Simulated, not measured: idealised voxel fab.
process module | voxel quadruple lines
cross-section cut | 195 nm wide | cells 5 nm
A cross-section is a grid of square cells, given in bands from the top down. A band is one or more rows of cells.
Each band's line starts with the height of the band's top and of its bottom, in nm. Then come its materials from left to right, each with its width in nm. One material with "throughout" fills the band from edge to edge. "air" is empty space.
Height 0 is the level under which the wafer as received is all one material. The lowest band goes on downwards, as in "0 down".
A width such as "30 to 40" changes by the same amount from each row of cells to the next, from the band's top row to its bottom row.
"no change" after a step means that no cell of the cross-section changed.
closed voids: empty space of 8 cells or more with no open way to the top, each as width x height at its distance from the left edge, in nm
after a step's settings: what the simulator itself notes on the step
overlay nm, on a step with a mask: how far to the right of its planned place the mask lay; to the left if negative
plan
1 op RECEIVE | material Si
2 op CONFORMAL_DEP | material Al2O3 | thk nm 5
3 op DIRECTIONAL_DEP | material W | thk nm 10
4 op DIRECTIONAL_DEP | material polySi | thk nm 15
5 op DIRECTIONAL_DEP | material aC | thk nm 25
6 op PATTERN | tone cover | mask id MANDREL | material resist | width nm 25 | thk nm 35 | overlay nm 0
7 op DIRECTIONAL_ETCH | etch materials aC | depth nm 25
8 op STRIP | etch materials resist
9 op CONFORMAL_DEP | material SiO2 | thk nm 15
10 op DIRECTIONAL_ETCH | etch materials SiO2 | depth nm 15
11 op STRIP | etch materials aC
12 op DIRECTIONAL_ETCH | etch materials polySi | depth nm 15
13 op STRIP | etch materials SiO2
14 op CONFORMAL_DEP | material SiCN | thk nm 5
15 op DIRECTIONAL_ETCH | etch materials SiCN | depth nm 5
16 op STRIP | etch materials polySi
17 op DIRECTIONAL_ETCH | etch materials W | depth nm 10
18 op STRIP | etch materials SiCN
19 op FILL_DEP | material SiO2 | thk nm 5
20 op CMP | height nm 15
first wafer, as planned
as received, after step 1
  0 down: Si throughout
  closed voids: none
after step 2
  5 to 0: Al2O3 throughout
  below 0: unchanged
after step 3
  15 to 5: W throughout
  below 5: unchanged
after step 4
  30 to 15: polySi throughout
  below 15: unchanged
after step 5
  55 to 30: aC throughout
  below 30: unchanged
after step 6
  90 to 55: air 85 | resist 25 | air 85
  below 55: unchanged
after step 7
  65 to 55: air 85 | resist 25 | air 85
  55 to 30: air 85 | aC 25 | air 85
  below 30: unchanged
after step 8
  55 to 30: air 85 | aC 25 | air 85
  below 30: unchanged
after step 9
  70 to 55: air 70 | SiO2 55 | air 70
  55 to 45: air 70 | SiO2 15 | aC 25 | SiO2 15 | air 70
  45 to 30: SiO2 85 | aC 25 | SiO2 85
  below 30: unchanged
after step 10
  55 to 30: air 70 | SiO2 15 | aC 25 | SiO2 15 | air 70
  below 30: unchanged
after step 11
  55 to 30: air 70 | SiO2 15 | air 25 | SiO2 15 | air 70
  below 30: unchanged
after step 12
  55 to 30: air 70 | SiO2 15 | air 25 | SiO2 15 | air 70
  30 to 15: air 70 | polySi 15 | air 25 | polySi 15 | air 70
  below 15: unchanged
after step 13
  30 to 15: air 70 | polySi 15 | air 25 | polySi 15 | air 70
  below 15: unchanged
after step 14
  35 to 30: air 65 | SiCN 25 | air 15 | SiCN 25 | air 65
  30 to 20: air 65 | SiCN 5 | polySi 15 | SiCN 5 | air 15 | SiCN 5 | polySi 15 | SiCN 5 | air 65
  20 to 15: SiCN 70 | polySi 15 | SiCN 25 | polySi 15 | SiCN 70
  below 15: unchanged
after step 15
  30 to 15: air 65 | SiCN 5 | polySi 15 | SiCN 5 | air 15 | SiCN 5 | polySi 15 | SiCN 5 | air 65
  below 15: unchanged
after step 16
  30 to 15: air 65 | SiCN 5 | air 15 | SiCN 5 | air 15 | SiCN 5 | air 15 | SiCN 5 | air 65
  below 15: unchanged
after step 17
  30 to 15: air 65 | SiCN 5 | air 15 | SiCN 5 | air 15 | SiCN 5 | air 15 | SiCN 5 | air 65
  15 to 5: air 65 | W 5 | air 15 | W 5 | air 15 | W 5 | air 15 | W 5 | air 65
  below 5: unchanged
after step 18
  15 to 5: air 65 | W 5 | air 15 | W 5 | air 15 | W 5 | air 15 | W 5 | air 65
  below 5: unchanged
after step 19
  20 to 15: SiO2 throughout
  15 to 5: SiO2 65 | W 5 | SiO2 15 | W 5 | SiO2 15 | W 5 | SiO2 15 | W 5 | SiO2 65
  below 5: unchanged
after step 20
  15 to 5: SiO2 65 | W 5 | SiO2 15 | W 5 | SiO2 15 | W 5 | SiO2 15 | W 5 | SiO2 65
  below 5: unchanged
second wafer: like start, like plan, one mistake. Through step 2 it matches the first wafer
when step 3 should have ended
  20 to 5: polySi throughout
  below 5: unchanged
when step 4 should have ended
  30 to 20: W throughout
  below 20: unchanged
when step 5 should have ended
  55 to 30: aC throughout
  below 30: unchanged
when step 6 should have ended
  90 to 55: air 85 | resist 25 | air 85
  below 55: unchanged
when step 7 should have ended
  65 to 55: air 85 | resist 25 | air 85
  55 to 30: air 85 | aC 25 | air 85
  below 30: unchanged
when step 8 should have ended
  55 to 30: air 85 | aC 25 | air 85
  below 30: unchanged
when step 9 should have ended
  70 to 55: air 70 | SiO2 55 | air 70
  55 to 45: air 70 | SiO2 15 | aC 25 | SiO2 15 | air 70
  45 to 30: SiO2 85 | aC 25 | SiO2 85
  below 30: unchanged
when step 10 should have ended
  55 to 30: air 70 | SiO2 15 | aC 25 | SiO2 15 | air 70
  below 30: unchanged
when step 11 should have ended
  55 to 30: air 70 | SiO2 15 | air 25 | SiO2 15 | air 70
  below 30: unchanged
when step 12 should have ended: no change
when step 13 should have ended
  30 to 20: W throughout
  below 20: unchanged
when step 14 should have ended
  35 to 30: SiCN throughout
  below 30: unchanged
when step 15 should have ended
  30 to 20: W throughout
  below 20: unchanged
when step 16 should have ended: no change
when step 17 should have ended
  20 to 5: polySi throughout
  below 5: unchanged
when step 18 should have ended: no change
when step 19 should have ended
  25 to 20: SiO2 throughout
  below 20: unchanged
when step 20 should have ended
  15 to 5: polySi throughout
  below 5: unchanged
what went wrong: steps 3 and 4 were swapped
at the end the second wafer has, in cells: 70 fewer of SiO2 | 8 fewer of W | 78 more of polySi
